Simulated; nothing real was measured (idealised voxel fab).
Presented below is a process module, voxel trench capacitor.
This is section cut - it's 255 nm across, gridded in 5 nm square cells.
Heads up, the way a cross-section reads in here is a grid of square cells, handed over as bands from the top down, with every band being one or more rows of cells.
Top height, bottom height, nm. Materials left to right, width each, nm. Single material + "everywhere" = fills band edge to edge. "empty" = empty.
Ref level 0: as-received wafer is one material below here. Bottom band extends down with no lower bound ("0 down").
With a width like "30->40", each row of cells in the band differs from the next by the same amount, the top row carrying the first number and the bottom row the second.
Where a step carries "nothing changed", the cross-section came out of it unchanged, cell for cell.
So "Cavities, sealed" is basically the list of trapped voids: any empty space of 8 cells or more that can't reach the top through an opening. They're written width x height at distance, the distance being from the left edge, and it's all nm.
The remark found on a step's line after its settings is issued by the simulator itself and pertains to that step.
"overlay nm", when on a step's line for a step with a mask, measures how far to the right of its planned place the mask lay; a negative measure means to the left.

### Intended process steps
- 1: RECEIVE with material Si
- 2: CONFORMAL_DEP with material SiN, thk nm 10
- 3: DIRECTIONAL_DEP with material aC, thk nm 15
- 4: PATTERN with tone open, mask id TRENCH, material resist, width nm 20, pitch nm 45, thk nm 30, overlay nm 0
- 5: DIRECTIONAL_ETCH with etch materials aC, depth nm 15
- 6: STRIP with etch materials resist
- 7: DIRECTIONAL_ETCH with etch materials SiN, depth nm 10
- 8: DIRECTIONAL_ETCH with etch materials Si, depth nm 30
- 9: STRIP with etch materials aC
- 10: CONFORMAL_DEP with material SiO2, thk nm 5
- 11: FILL_DEP with material polySi, thk nm 10
- 12: CMP with height nm 10

### Cross-section: wafer on arrival = after step 1
  0 down: Si everywhere
  Cavities, sealed: none

### Wafer cross-section at module end: first of two, run to plan
  10 to 0: SiN 50 nm / SiO2 5 nm / polySi 10 nm / SiO2 5 nm / SiN 25 nm / SiO2 5 nm / polySi 10 nm / SiO2 5 nm / SiN 25 nm / SiO2 5 nm / polySi 10 nm / SiO2 5 nm / SiN 25 nm / SiO2 5 nm / polySi 10 nm / SiO2 5 nm / SiN 50 nm
  0 to -25: Si 50 nm / SiO2 5 nm / polySi 10 nm / SiO2 5 nm / Si 25 nm / SiO2 5 nm / polySi 10 nm / SiO2 5 nm / Si 25 nm / SiO2 5 nm / polySi 10 nm / SiO2 5 nm / Si 25 nm / SiO2 5 nm / polySi 10 nm / SiO2 5 nm / Si 50 nm
  -25 to -30: Si 50 nm / SiO2 20 nm / Si 25 nm / SiO2 20 nm / Si 25 nm / SiO2 20 nm / Si 25 nm / SiO2 20 nm / Si 50 nm
  -30 down: Si everywhere
  Cavities, sealed: none

### Wafer two (of two), end-of-module cross-section: start = wafer one, plan = wafer one, one run mistake
  10 to 0: SiN 45 nm / SiO2 5 nm / polySi 10 nm / SiO2 5 nm / SiN 25 nm / SiO2 5 nm / polySi 10 nm / SiO2 5 nm / SiN 25 nm / SiO2 5 nm / polySi 10 nm / SiO2 5 nm / SiN 25 nm / SiO2 5 nm / polySi 10 nm / SiO2 5 nm / SiN 55 nm
  0 to -25: Si 45 nm / SiO2 5 nm / polySi 10 nm / SiO2 5 nm / Si 25 nm / SiO2 5 nm / polySi 10 nm / SiO2 5 nm / Si 25 nm / SiO2 5 nm / polySi 10 nm / SiO2 5 nm / Si 25 nm / SiO2 5 nm / polySi 10 nm / SiO2 5 nm / Si 55 nm
  -25 to -30: Si 45 nm / SiO2 20 nm / Si 25 nm / SiO2 20 nm / Si 25 nm / SiO2 20 nm / Si 25 nm / SiO2 20 nm / Si 55 nm
  -30 down: Si everywhere
  Cavities, sealed: none
what went wrong: step 4 ran as: PATTERN with tone open, mask id TRENCH, material resist, width nm 20, pitch nm 45, thk nm 30, overlay nm -5
Upon completion, the cell count for each material on the second wafer equals that on the first, whereas the spatial distribution of those cells differs.
